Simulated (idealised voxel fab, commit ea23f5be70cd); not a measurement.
Documented hereafter: the process module known as voxel wiring stack.
This is section cut - it's 195 nm across, gridded in 5 nm square cells.
Cross-section spec: square-cell grid; bands listed top down; each band is one or more rows.
What a band's entry tells you: where the top is and where the bottom is, as heights in nm, and after that what lies inside, material by material from left to right, each with its width in nm. Empty space is written as the word "air", and a single material marked with the word "throughout" occupies the band from edge to edge.
Height reference: 0 = level under which incoming wafer is all one material. Lowest band: no bottom, runs on downward, e.g. "0 down".
A width such as "30..40" changes by the same amount from each row of cells to the next, from the band's top row to its bottom row.
Step note "same as before" = no cross-section cell changed.
Voids not open to the top, 8 cells minimum: see "Encapsulated voids". Written width x height at distance; distance is from the left edge; nm.
That trailing text on a step's line, after the settings, is the simulator's own remark on the step.
overlay nm: where the mask lay relative to plan, measured to the right, on steps with a mask; negatives go left.

### Listed below are the process steps as planned
| 1 | RECEIVE with material Si |
| 2 | CONFORMAL_DEP with material SiO2, thk nm 15 |
| 3 | DIRECTIONAL_DEP with material TiN, thk nm 5 |
| 4 | DIRECTIONAL_DEP with material Ru, thk nm 20 |
| 5 | PATTERN with tone cover, mask id METAL_1, material resist, width nm 20, pitch nm 45, thk nm 20, overlay nm 0 |
| 6 | DIRECTIONAL_ETCH with etch materials Ru, depth nm 20 |
| 7 | DIRECTIONAL_ETCH with etch materials TiN, depth nm 5 |
| 8 | STRIP with etch materials resist |
| 9 | FILL_DEP with material lowk, thk nm 10 |
| 10 | CMP with height nm 40 |
| 11 | CONFORMAL_DEP with material SiCN, thk nm 5 |
| 12 | DIRECTIONAL_DEP with material lowk, thk nm 15 |
| 13 | DIRECTIONAL_DEP with material aC, thk nm 15 |
| 14 | PATTERN with tone open, mask id PLUG_1, material resist, width nm 15, pitch nm 45, thk nm 35, overlay nm 0 |
| 15 | DIRECTIONAL_ETCH with etch materials aC, depth nm 15 |
| 16 | STRIP with etch materials resist |
| 17 | DIRECTIONAL_ETCH with etch materials lowk, depth nm 15 |
| 18 | DIRECTIONAL_ETCH with etch materials SiCN, depth nm 5 |
| 19 | STRIP with etch materials aC |
| 20 | EPI with material Ru, thk nm 10 |
| 21 | EPI with material Ru, thk nm 10 |
| 22 | CONFORMAL_DEP with material SiN, thk nm 5 |
| 23 | DIRECTIONAL_DEP with material SiO2, thk nm 15 |
| 24 | DIRECTIONAL_DEP with material aC, thk nm 10 |
| 25 | PATTERN with tone open, mask id METAL_2, material resist, width nm 20, pitch nm 45, thk nm 30, overlay nm 0 |
| 26 | DIRECTIONAL_ETCH with etch materials aC, depth nm 10 |
| 27 | STRIP with etch materials resist |
| 28 | DIRECTIONAL_ETCH with etch materials SiO2, depth nm 15 |
| 29 | DIRECTIONAL_ETCH with etch materials SiN, depth nm 5 |
| 30 | STRIP with etch materials aC |
| 31 | CONFORMAL_DEP with material TiN, thk nm 5 |
| 32 | FILL_DEP with material Cu, thk nm 10 |
| 33 | CMP with height nm 80 |
| 34 | CONFORMAL_DEP with material SiCN, thk nm 5 |
| 35 | DIRECTIONAL_DEP with material lowk, thk nm 30 |
| 36 | DIRECTIONAL_DEP with material aC, thk nm 15 |
| 37 | PATTERN with tone open, mask id METAL_3, material resist, width nm 20, pitch nm 45, thk nm 35, overlay nm 0 |
| 38 | DIRECTIONAL_ETCH with etch materials aC, depth nm 15 |
| 39 | STRIP with etch materials resist |
| 40 | DIRECTIONAL_ETCH with etch materials lowk, depth nm 15 |
| 41 | STRIP with etch materials aC |
| 42 | MASKED_ETCH with tone open, mask id METAL_3_HOLES, width nm 15, pitch nm 45, etch materials lowk, depth nm 15, overlay nm 0 |
| 43 | MASKED_ETCH with tone open, mask id METAL_3_HOLES, width nm 15, pitch nm 45, etch materials SiCN, depth nm 5, overlay nm 0 |
| 44 | CONFORMAL_DEP with material TiN, thk nm 5 |
| 45 | FILL_DEP with material Cu, thk nm 5 |
| 46 | CMP with height nm 115 |
| 47 | CONFORMAL_DEP with material SiCN, thk nm 5 |
| 48 | DIRECTIONAL_DEP with material lowk, thk nm 10 |
| 49 | MASKED_ETCH with tone open, mask id PLUG_3, width nm 15, pitch nm 45, etch materials lowk, depth nm 10, overlay nm 0 |
| 50 | MASKED_ETCH with tone open, mask id PLUG_3, width nm 15, pitch nm 45, etch materials SiCN, depth nm 5, overlay nm 0 |
| 51 | CONFORMAL_DEP with material TiN, thk nm 5 |
| 52 | FILL_DEP with material Cu, thk nm 5 |
| 53 | CMP with height nm 130 |
| 54 | CONFORMAL_DEP with material SiCN, thk nm 5 |
| 55 | DIRECTIONAL_DEP with material SiO2, thk nm 25 |
| 56 | DIRECTIONAL_DEP with material aC, thk nm 10 |
| 57 | PATTERN with tone open, mask id METAL_4, material resist, width nm 20, pitch nm 45, thk nm 25, overlay nm 0 |
| 58 | DIRECTIONAL_ETCH with etch materials aC, depth nm 10 |
| 59 | STRIP with etch materials resist |
| 60 | DIRECTIONAL_ETCH with etch materials SiO2, depth nm 25 |
| 61 | DIRECTIONAL_ETCH with etch materials SiCN, depth nm 5 |
| 62 | STRIP with etch materials aC |
| 63 | CONFORMAL_DEP with material TiN, thk nm 5 |
| 64 | FILL_DEP with material Cu, thk nm 5 |
| 65 | CMP with height nm 160 |
| 66 | CONFORMAL_DEP with material SiCN, thk nm 5 |

### Cross-section, incoming material, after step 1
0 down: Si throughout
Encapsulated voids: none

### Sectioned view, first of two wafers, at the close of the module, processed as intended in the plan
165 to 160: SiCN throughout
160 to 135: SiO2 (40) | TiN (5) | Cu (10) | TiN (5) | SiO2 (25) | TiN (5) | Cu (10) | TiN (5) | SiO2 (25) | TiN (5) | Cu (10) | TiN (5) | SiO2 (45)
135 to 130: SiCN (40) | TiN (20) | SiCN (25) | TiN (20) | SiCN (25) | TiN (20) | SiCN (45)
130 to 120: lowk (40) | TiN (5) | Cu (5) | TiN (5) | lowk (30) | TiN (5) | Cu (5) | TiN (5) | lowk (30) | TiN (5) | Cu (5) | TiN (5) | lowk (50)
120 to 115: SiCN (40) | TiN (15) | SiCN (30) | TiN (15) | SiCN (30) | TiN (15) | SiCN (50)
115 to 105: lowk (40) | TiN (5) | Cu (10) | TiN (5) | lowk (25) | TiN (5) | Cu (10) | TiN (5) | lowk (25) | TiN (5) | Cu (10) | TiN (5) | lowk (45)
105 to 100: lowk (40) | TiN (5) | Cu (5) | TiN (10) | lowk (25) | TiN (5) | Cu (5) | TiN (10) | lowk (25) | TiN (5) | Cu (5) | TiN (10) | lowk (45)
100 to 85: lowk (40) | TiN (5) | Cu (5) | TiN (5) | lowk (30) | TiN (5) | Cu (5) | TiN (5) | lowk (30) | TiN (5) | Cu (5) | TiN (5) | lowk (50)
85 to 80: SiCN (40) | TiN (15) | SiCN (30) | TiN (15) | SiCN (30) | TiN (15) | SiCN (50)
80 to 65: SiO2 (40) | TiN (5) | Cu (10) | TiN (5) | SiO2 (25) | TiN (5) | Cu (10) | TiN (5) | SiO2 (25) | TiN (5) | Cu (10) | TiN (5) | SiO2 (45)
65 to 60: SiN (40) | TiN (20) | SiN (25) | TiN (20) | SiN (25) | TiN (20) | SiN (45)
60 to 45: lowk (40) | Ru (15) | lowk (30) | Ru (15) | lowk (30) | Ru (15) | lowk (50)
45 to 40: SiCN (40) | Ru (15) | SiCN (30) | Ru (15) | SiCN (30) | Ru (15) | SiCN (50)
40 to 20: lowk (40) | Ru (20) | lowk (25) | Ru (20) | lowk (25) | Ru (20) | lowk (45)
20 to 15: lowk (40) | TiN (20) | lowk (25) | TiN (20) | lowk (25) | TiN (20) | lowk (45)
15 to 0: SiO2 throughout
0 down: Si throughout
Encapsulated voids: none

### Cross-section at end of module for the second wafer of two, which matched the first in starting point and plan and differed by one mistake in its processing
165 to 160: SiCN throughout
160 to 135: SiO2 (40) | TiN (5) | Cu (10) | TiN (5) | SiO2 (25) | TiN (5) | Cu (10) | TiN (5) | SiO2 (25) | TiN (5) | Cu (10) | TiN (5) | SiO2 (45)
135 to 130: SiCN (40) | TiN (20) | SiCN (25) | TiN (20) | SiCN (25) | TiN (20) | SiCN (45)
130 to 120: lowk (40) | TiN (5) | Cu (5) | TiN (5) | lowk (30) | TiN (5) | Cu (5) | TiN (5) | lowk (30) | TiN (5) | Cu (5) | TiN (5) | lowk (50)
120 to 115: SiCN (40) | TiN (15) | SiCN (30) | TiN (15) | SiCN (30) | TiN (15) | SiCN (50)
115 to 105: lowk (40) | TiN (5) | Cu (10) | TiN (5) | lowk (25) | TiN (5) | Cu (10) | TiN (5) | lowk (25) | TiN (5) | Cu (10) | TiN (5) | lowk (45)
105 to 100: lowk (40) | TiN (5) | Cu (5) | TiN (10) | lowk (25) | TiN (5) | Cu (5) | TiN (10) | lowk (25) | TiN (5) | Cu (5) | TiN (10) | lowk (45)
100 to 85: lowk (40) | TiN (5) | Cu (5) | TiN (5) | lowk (30) | TiN (5) | Cu (5) | TiN (5) | lowk (30) | TiN (5) | Cu (5) | TiN (5) | lowk (50)
85 to 80: SiCN (40) | TiN (15) | SiCN (30) | TiN (15) | SiCN (30) | TiN (15) | SiCN (50)
80 to 65: SiO2 (40) | TiN (5) | Cu (10) | TiN (5) | SiO2 (25) | TiN (5) | Cu (10) | TiN (5) | SiO2 (25) | TiN (5) | Cu (10) | TiN (5) | SiO2 (45)
65 to 60: SiN (40) | TiN (20) | SiN (25) | TiN (20) | SiN (25) | TiN (20) | SiN (45)
60 to 45: lowk (40) | SiN (5) | TiN (5) | SiN (5) | lowk (30) | SiN (5) | TiN (5) | SiN (5) | lowk (30) | SiN (5) | TiN (5) | SiN (5) | lowk (50)
45 to 40: SiCN (40) | SiN (5) | TiN (5) | SiN (5) | SiCN (30) | SiN (5) | TiN (5) | SiN (5) | SiCN (30) | SiN (5) | TiN (5) | SiN (5) | SiCN (50)
40 to 30: lowk throughout
30 to 10: lowk (40) | Ru (20) | lowk (25) | Ru (20) | lowk (25) | Ru (20) | lowk (45)
10 to 5: lowk (40) | TiN (20) | lowk (25) | TiN (20) | lowk (25) | TiN (20) | lowk (45)
5 to 0: SiO2 throughout
0 down: Si throughout
Encapsulated voids: none
Short version of what went wrong: contrary to plan, step 2 was performed as CONFORMAL_DEP with material SiO2, thk nm 5
Final comparison by cell count, materials where the second wafer has more or fewer than the first: Ru: 36 fewer; SiN: 24 more; SiO2: 78 fewer; TiN: 12 more; lowk: 78 more
